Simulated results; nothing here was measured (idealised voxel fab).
process module | voxel transistor to metal
cross-section cut | 280 nm wide | cells 5 nm
A cross-section is a grid of square cells, given in bands from the top down. A band is one or more rows of cells.
Each band's line starts with the height of the band's top and of its bottom, in nm. Then come its materials from left to right, each with its width in nm. One material with "throughout" fills the band from edge to edge. "air" is empty space.
Height 0 is the level under which the wafer as received is all one material. The lowest band goes on downwards, as in "0 down".
A width such as "30 to 40" changes by the same amount from each row of cells to the next, from the band's top row to its bottom row.
"no change" after a step means that no cell of the cross-section changed.
closed voids: empty space of 8 cells or more with no open way to the top, each as width x height at its distance from the left edge, in nm
after a step's settings: what the simulator itself notes on the step
overlay nm, on a step with a mask: how far to the right of its planned place the mask lay; to the left if negative
plan
1 op RECEIVE | material Si
2 op OXIDIZE | depth nm 5
3 op CONFORMAL_DEP | material SiN | thk nm 15
4 op DIRECTIONAL_DEP | material aC | thk nm 10
5 op PATTERN | tone cover | mask id ACTIVE | material resist | width nm 100 | pitch nm 125 | thk nm 30 | overlay nm 0
6 op DIRECTIONAL_ETCH | etch materials aC | depth nm 10
7 op STRIP | etch materials resist
8 op DIRECTIONAL_ETCH | etch materials SiN | depth nm 15
9 op DIRECTIONAL_ETCH | etch materials SiO2 | depth nm 5
10 op DIRECTIONAL_ETCH | etch materials Si | depth nm 35
11 op STRIP | etch materials aC
12 op OXIDIZE | depth nm 5
13 op FILL_DEP | material SiO2 | thk nm 5
14 op CMP | height nm 15
15 op SELECTIVE_ETCH | etch materials SiO2 | depth nm 15
16 op STRIP | etch materials SiN
17 op SELECTIVE_ETCH | etch materials SiO2 | depth nm 5
18 op OXIDIZE | depth nm 5
19 op DIRECTIONAL_DEP | material polySi | thk nm 20
20 op DIRECTIONAL_DEP | material SiCN | thk nm 15
21 op DIRECTIONAL_DEP | material aC | thk nm 10
22 op PATTERN | tone cover | mask id GATE | material resist | width nm 20 | pitch nm 125 | thk nm 30 | overlay nm 0
23 op DIRECTIONAL_ETCH | etch materials aC | depth nm 10
24 op STRIP | etch materials resist
25 op DIRECTIONAL_ETCH | etch materials SiCN | depth nm 25
26 op DIRECTIONAL_ETCH | etch materials polySi | depth nm 30
27 op STRIP | etch materials aC
28 op CONFORMAL_DEP | material SiO2 | thk nm 5
29 op DIRECTIONAL_ETCH | etch materials SiO2 | depth nm 5
30 op CONFORMAL_DEP | material SiN | thk nm 10
31 op DIRECTIONAL_ETCH | etch materials SiN | depth nm 10
32 op DIRECTIONAL_ETCH | etch materials SiO2 | depth nm 5
33 op DIRECTIONAL_ETCH | etch materials Si | depth nm 5
34 op EPI | material SiGe | thk nm 10
35 op FILL_DEP | material SiO2 | thk nm 10
36 op CMP | height nm 30
37 op DIRECTIONAL_DEP | material SiO2 | thk nm 15
38 op DIRECTIONAL_DEP | material aC | thk nm 15
39 op PATTERN | tone open | mask id CONTACT | material resist | width nm 25 | thk nm 35 | overlay nm 0
40 op DIRECTIONAL_ETCH | etch materials aC | depth nm 15
41 op STRIP | etch materials resist
42 op DIRECTIONAL_ETCH | etch materials SiO2 | depth nm 50
43 op STRIP | etch materials aC
44 op CONFORMAL_DEP | material TiN | thk nm 5
45 op FILL_DEP | material Ru | thk nm 10
46 op CMP | height nm 45
47 op DIRECTIONAL_DEP | material TiN | thk nm 5
48 op DIRECTIONAL_DEP | material Ru | thk nm 15
49 op DIRECTIONAL_DEP | material aC | thk nm 10
50 op PATTERN | tone cover | mask id METAL_1 | material resist | width nm 15 | thk nm 25 | overlay nm 0
51 op DIRECTIONAL_ETCH | etch materials aC | depth nm 10
52 op STRIP | etch materials resist
53 op DIRECTIONAL_ETCH | etch materials Ru | depth nm 15
54 op DIRECTIONAL_ETCH | etch materials TiN | depth nm 5
55 op STRIP | etch materials aC
56 op CONFORMAL_DEP | material SiCN | thk nm 5
57 op FILL_DEP | material lowk | thk nm 10
58 op CMP | height nm 65
59 op CONFORMAL_DEP | material SiN | thk nm 5
varied across the wafers: thk nm of step 56. The plan shows the first wafer's value. All wafers start alike
first wafer as received, after step 1
  0 down: Si throughout
  closed voids: none
first wafer at the end, after step 59
  70 to 65: SiN throughout
  65 to 50: lowk 30 | SiCN 5 | Ru 15 | SiCN 5 | lowk 40 | SiCN 5 | Ru 15 | SiCN 5 | lowk 35 | SiCN 5 | Ru 15 | SiCN 5 | lowk 40 | SiCN 5 | Ru 15 | SiCN 5 | lowk 35
  50 to 45: SiCN 35 | TiN 15 | SiCN 50 | TiN 15 | SiCN 45 | TiN 15 | SiCN 50 | TiN 15 | SiCN 40
  45 to 35: SiO2 35 | TiN 5 | Ru 15 | TiN 5 | SiO2 30 | TiN 5 | Ru 15 | TiN 5 | SiO2 45 | TiN 5 | Ru 15 | TiN 5 | SiO2 30 | TiN 5 | Ru 15 | TiN 5 | SiO2 40
  35 to 30: SiO2 35 | TiN 5 | Ru 5 | TiN 15 | SiO2 30 | TiN 15 | Ru 5 | TiN 5 | SiO2 45 | TiN 5 | Ru 5 | TiN 15 | SiO2 30 | TiN 15 | Ru 5 | TiN 5 | SiO2 40
  30 to 15: SiO2 35 | TiN 5 | Ru 5 | TiN 5 | SiN 10 | SiO2 5 | SiCN 20 | SiO2 5 | SiN 10 | TiN 5 | Ru 5 | TiN 5 | SiO2 45 | TiN 5 | Ru 5 | TiN 5 | SiN 10 | SiO2 5 | SiCN 20 | SiO2 5 | SiN 10 | TiN 5 | Ru 5 | TiN 5 | SiO2 40
  15 to 5: SiO2 35 | TiN 5 | Ru 5 | TiN 5 | SiN 10 | SiO2 5 | polySi 20 | SiO2 5 | SiN 10 | TiN 5 | Ru 5 | TiN 5 | SiO2 45 | TiN 5 | Ru 5 | TiN 5 | SiN 10 | SiO2 5 | polySi 20 | SiO2 5 | SiN 10 | TiN 5 | Ru 5 | TiN 5 | SiO2 40
  5 to 0: SiO2 35 | TiN 15 | SiN 10 | SiO2 5 | polySi 20 | SiO2 5 | SiN 10 | TiN 15 | SiO2 45 | TiN 15 | SiN 10 | SiO2 5 | polySi 20 | SiO2 5 | SiN 10 | TiN 15 | SiO2 40
  0 to -5: SiO2 35 | TiN 5 | SiGe 10 | SiN 10 | SiO2 5 | polySi 20 | SiO2 5 | SiN 10 | SiGe 10 | TiN 5 | SiO2 45 | TiN 5 | SiGe 10 | SiN 10 | SiO2 5 | polySi 20 | SiO2 5 | SiN 10 | SiGe 10 | TiN 5 | SiO2 40
  -5 to -10: SiO2 25 | SiGe 25 | SiO2 50 | SiGe 25 | SiO2 25 | SiGe 25 | SiO2 50 | SiGe 25 | SiO2 30
  -10 to -15: SiO2 30 | SiGe 20 | Si 50 | SiGe 20 | SiO2 35 | SiGe 20 | Si 50 | SiGe 20 | SiO2 35
  -15 to -45: SiO2 30 | Si 90 | SiO2 35 | Si 90 | SiO2 35
  -45 down: Si throughout
  closed voids: none
last wafer at the end
  70 to 65: SiN throughout
  65 to 50: SiCN 35 | Ru 15 | SiCN 50 | Ru 15 | SiCN 45 | Ru 15 | SiCN 50 | Ru 15 | SiCN 40
  50 to 45: SiCN 35 | TiN 15 | SiCN 50 | TiN 15 | SiCN 45 | TiN 15 | SiCN 50 | TiN 15 | SiCN 40
  45 to 35: SiO2 35 | TiN 5 | Ru 15 | TiN 5 | SiO2 30 | TiN 5 | Ru 15 | TiN 5 | SiO2 45 | TiN 5 | Ru 15 | TiN 5 | SiO2 30 | TiN 5 | Ru 15 | TiN 5 | SiO2 40
  35 to 30: SiO2 35 | TiN 5 | Ru 5 | TiN 15 | SiO2 30 | TiN 15 | Ru 5 | TiN 5 | SiO2 45 | TiN 5 | Ru 5 | TiN 15 | SiO2 30 | TiN 15 | Ru 5 | TiN 5 | SiO2 40
  30 to 15: SiO2 35 | TiN 5 | Ru 5 | TiN 5 | SiN 10 | SiO2 5 | SiCN 20 | SiO2 5 | SiN 10 | TiN 5 | Ru 5 | TiN 5 | SiO2 45 | TiN 5 | Ru 5 | TiN 5 | SiN 10 | SiO2 5 | SiCN 20 | SiO2 5 | SiN 10 | TiN 5 | Ru 5 | TiN 5 | SiO2 40
  15 to 5: SiO2 35 | TiN 5 | Ru 5 | TiN 5 | SiN 10 | SiO2 5 | polySi 20 | SiO2 5 | SiN 10 | TiN 5 | Ru 5 | TiN 5 | SiO2 45 | TiN 5 | Ru 5 | TiN 5 | SiN 10 | SiO2 5 | polySi 20 | SiO2 5 | SiN 10 | TiN 5 | Ru 5 | TiN 5 | SiO2 40
  5 to 0: SiO2 35 | TiN 15 | SiN 10 | SiO2 5 | polySi 20 | SiO2 5 | SiN 10 | TiN 15 | SiO2 45 | TiN 15 | SiN 10 | SiO2 5 | polySi 20 | SiO2 5 | SiN 10 | TiN 15 | SiO2 40
  0 to -5: SiO2 35 | TiN 5 | SiGe 10 | SiN 10 | SiO2 5 | polySi 20 | SiO2 5 | SiN 10 | SiGe 10 | TiN 5 | SiO2 45 | TiN 5 | SiGe 10 | SiN 10 | SiO2 5 | polySi 20 | SiO2 5 | SiN 10 | SiGe 10 | TiN 5 | SiO2 40
  -5 to -10: SiO2 25 | SiGe 25 | SiO2 50 | SiGe 25 | SiO2 25 | SiGe 25 | SiO2 50 | SiGe 25 | SiO2 30
  -10 to -15: SiO2 30 | SiGe 20 | Si 50 | SiGe 20 | SiO2 35 | SiGe 20 | Si 50 | SiGe 20 | SiO2 35
  -15 to -45: SiO2 30 | Si 90 | SiO2 35 | Si 90 | SiO2 35
  -45 down: Si throughout
  closed voids: none
each wafer at the end: cells of each material gained (+) or lost (-) since it was received, then its closed voids
thk nm 5 | +84 Ru | -268 Si | +92 SiCN | +44 SiGe | +112 SiN | +480 SiO2 | +100 TiN | +108 lowk | +32 polySi | closed voids: none
thk nm 10 | +84 Ru | -268 Si | +144 SiCN | +44 SiGe | +112 SiN | +480 SiO2 | +100 TiN | +56 lowk | +32 polySi | closed voids: none
thk nm 15 | +84 Ru | -268 Si | +180 SiCN | +44 SiGe | +112 SiN | +480 SiO2 | +100 TiN | +20 lowk | +32 polySi | closed voids: none
thk nm 20 | +84 Ru | -268 Si | +200 SiCN | +44 SiGe | +112 SiN | +480 SiO2 | +100 TiN | +32 polySi | closed voids: none
